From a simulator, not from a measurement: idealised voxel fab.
process module | voxel air gaps
cross-section cut | 285 nm wide | cells 5 nm
A cross-section is a grid of square cells, given in bands from the top down. A band is one or more rows of cells.
Each band's line starts with the height of the band's top and of its bottom, in nm. Then come its materials from left to right, each with its width in nm. One material with "throughout" fills the band from edge to edge. "air" is empty space.
Height 0 is the level under which the wafer as received is all one material. The lowest band goes on downwards, as in "0 down".
A width such as "30 to 40" changes by the same amount from each row of cells to the next, from the band's top row to its bottom row.
"no change" after a step means that no cell of the cross-section changed.
closed voids: empty space of 8 cells or more with no open way to the top, each as width x height at its distance from the left edge, in nm
after a step's settings: what the simulator itself notes on the step
overlay nm, on a step with a mask: how far to the right of its planned place the mask lay; to the left if negative
plan
1 op RECEIVE | material Si
2 op CONFORMAL_DEP | material SiO2 | thk nm 10
3 op CONFORMAL_DEP | material SiN | thk nm 5
4 op DIRECTIONAL_DEP | material lowk | thk nm 40
5 op PATTERN | tone open | mask id LINES | material resist | width nm 15 | pitch nm 45 | thk nm 15 | overlay nm 0
6 op DIRECTIONAL_ETCH | etch materials lowk | depth nm 40
7 op STRIP | etch materials resist
8 op CONFORMAL_DEP | material TiN | thk nm 5
9 op FILL_DEP | material W | thk nm 5
10 op CMP | height nm 55
11 op EPI | material Ru | thk nm 10
12 op SELECTIVE_ETCH | etch materials lowk | depth nm 50
13 op CONFORMAL_DEP | material SiN | thk nm 5
as received, after step 1
  0 down: Si throughout
  closed voids: none
a wafer at the end: this start, this plan, one mistake
  65 to 55: air 80 | Ru 35 | air 10 | Ru 35 | air 10 | Ru 35 | air 80
  55 to 20: air 90 | TiN 5 | W 5 | TiN 5 | air 30 | TiN 5 | W 5 | TiN 5 | air 30 | TiN 5 | W 5 | TiN 5 | air 90
  20 to 15: air 90 | TiN 15 | air 30 | TiN 15 | air 30 | TiN 15 | air 90
  15 to 10: SiN throughout
  10 to 0: SiO2 throughout
  0 down: Si throughout
  closed voids: none
what went wrong: step 13 was left out
